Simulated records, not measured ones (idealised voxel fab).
The name of this process module is voxel self aligned vias.
The figure presents cross-section cut, which has a width of 180 nm and is divided into square cells with an edge length of 5 nm.
How to read a cross-section here: the picture is a grid of square cells, written as bands going from the top down, and any band can span one or more rows of cells. Within each band entry, the heights of the top and of the bottom of the band appear first, in that order and in nm; the materials of the band then follow from left to right, each with its corresponding width in nm. The designation "full width" on a single material indicates that it fills the band from edge to edge; the designation "blank" indicates empty space. Heights are measured from 0, the level below which the as-received wafer is all one material; the lowest band has no bottom and continues downward, written as in "0 down". It should be noted that a width expressed as "30..40" varies in equal increments from row to row of cells within the band, taking the value of the first number at the top row and that of the second number at the bottom row. Where the words "nothing different" appear for a step, the cross-section shows no cell changed by that step; every cell remained as before. The list in "Sealed internal cavities" covers empty spaces of 8 cells or more that cannot reach the top through any open way, and it gives each as width x height at distance; the distance is from the left edge, and width, height and distance are in nm. after a step's settings: what the simulator itself notes on the step. Among the settings permitted on a step's line is "overlay nm"; applied to a step with a mask, it specifies the extent to which the mask lay to the right of its planned position, whereas a negative figure signifies a position to the left.

Process steps - plan:
1: RECEIVE | material Si
2: CONFORMAL_DEP | material SiO2 | thk nm 15
3: CONFORMAL_DEP | material SiCN | thk nm 5
4: DIRECTIONAL_DEP | material lowk | thk nm 25
5: DIRECTIONAL_DEP | material aC | thk nm 10
6: PATTERN | tone open | mask id LINES | material resist | width nm 20 | pitch nm 55 | thk nm 25 | overlay nm 0
7: DIRECTIONAL_ETCH | etch materials aC | depth nm 10
8: STRIP | etch materials resist
9: DIRECTIONAL_ETCH | etch materials lowk | depth nm 25
10: STRIP | etch materials aC
11: CONFORMAL_DEP | material TiN | thk nm 5
12: FILL_DEP | material Ru | thk nm 5
13: CMP | height nm 45
14: SELECTIVE_ETCH | etch materials W Ru TiN | depth nm 5
15: FILL_DEP | material SiN | thk nm 10
16: CMP | height nm 45
17: DIRECTIONAL_DEP | material lowk | thk nm 15
18: PATTERN | tone open | mask id VIAS | material resist | width nm 40 | pitch nm 55 | thk nm 15 | overlay nm 0
19: DIRECTIONAL_ETCH | etch materials lowk | depth nm 15
20: DIRECTIONAL_ETCH | etch materials SiN | depth nm 5
21: STRIP | etch materials resist
22: CONFORMAL_DEP | material TiN | thk nm 5
23: FILL_DEP | material W | thk nm 10
24: CMP | height nm 60
25: CONFORMAL_DEP | material SiN | thk nm 5

Cross-section of the incoming wafer, state after step 1:
- 0 down = Si full width
- Sealed internal cavities: none

As-planned run: cross-section of the first of two wafers at end of module:
- 65 to 60 = SiN full width
- 60 to 50 = 15 nm lowk  5 nm TiN  30 nm W  5 nm TiN  15 nm lowk  5 nm TiN  30 nm W  5 nm TiN  15 nm lowk  5 nm TiN  30 nm W  5 nm TiN  15 nm lowk
- 50 to 45 = 15 nm lowk  15 nm TiN  10 nm W  15 nm TiN  15 nm lowk  15 nm TiN  10 nm W  15 nm TiN  15 nm lowk  15 nm TiN  10 nm W  15 nm TiN  15 nm lowk
- 45 to 40 = 25 nm lowk  20 nm TiN  35 nm lowk  20 nm TiN  35 nm lowk  20 nm TiN  25 nm lowk
- 40 to 25 = 25 nm lowk  5 nm TiN  10 nm Ru  5 nm TiN  35 nm lowk  5 nm TiN  10 nm Ru  5 nm TiN  35 nm lowk  5 nm TiN  10 nm Ru  5 nm TiN  25 nm lowk
- 25 to 20 = 25 nm lowk  20 nm TiN  35 nm lowk  20 nm TiN  35 nm lowk  20 nm TiN  25 nm lowk
- 20 to 15 = SiCN full width
- 15 to 0 = SiO2 full width
- 0 down = Si full width
- Sealed internal cavities: none

Now the second wafer, cross-sectioned at the end of the module. Nothing different at the start, nothing different in the plan compared with the first, just one mistake when it was actually run:
- 65 to 60 = SiN full width
- 60 to 50 = 15 nm lowk  5 nm TiN  30 nm W  5 nm TiN  15 nm lowk  5 nm TiN  30 nm W  5 nm TiN  15 nm lowk  5 nm TiN  30 nm W  5 nm TiN  15 nm lowk
- 50 to 45 = 15 nm lowk  40 nm TiN  15 nm lowk  40 nm TiN  15 nm lowk  40 nm TiN  15 nm lowk
- 45 to 40 = 15 nm SiN  10 nm TiN  20 nm lowk  10 nm TiN  15 nm SiN  10 nm TiN  20 nm lowk  10 nm TiN  15 nm SiN  10 nm TiN  20 nm lowk  10 nm TiN  15 nm SiN
- 40 to 25 = 20 nm Ru  5 nm TiN  20 nm lowk  5 nm TiN  25 nm Ru  5 nm TiN  20 nm lowk  5 nm TiN  25 nm Ru  5 nm TiN  20 nm lowk  5 nm TiN  20 nm Ru
- 25 to 20 = 25 nm TiN  20 nm lowk  35 nm TiN  20 nm lowk  35 nm TiN  20 nm lowk  25 nm TiN
- 20 to 15 = SiCN full width
- 15 to 0 = SiO2 full width
- 0 down = Si full width
- Sealed internal cavities: none
What was the processing mistake? step 6 ran differently from the plan; actual operation with settings: PATTERN | tone cover | mask id LINES | material resist | width nm 20 | pitch nm 55 | thk nm 25 | overlay nm 0
It is noted that, at the conclusion of processing, the second wafer exhibits a higher or lower cell count for certain materials relative to the first: 36 more of Ru, 12 more of SiN, 18 more of TiN, 6 fewer of W, 60 fewer of lowk
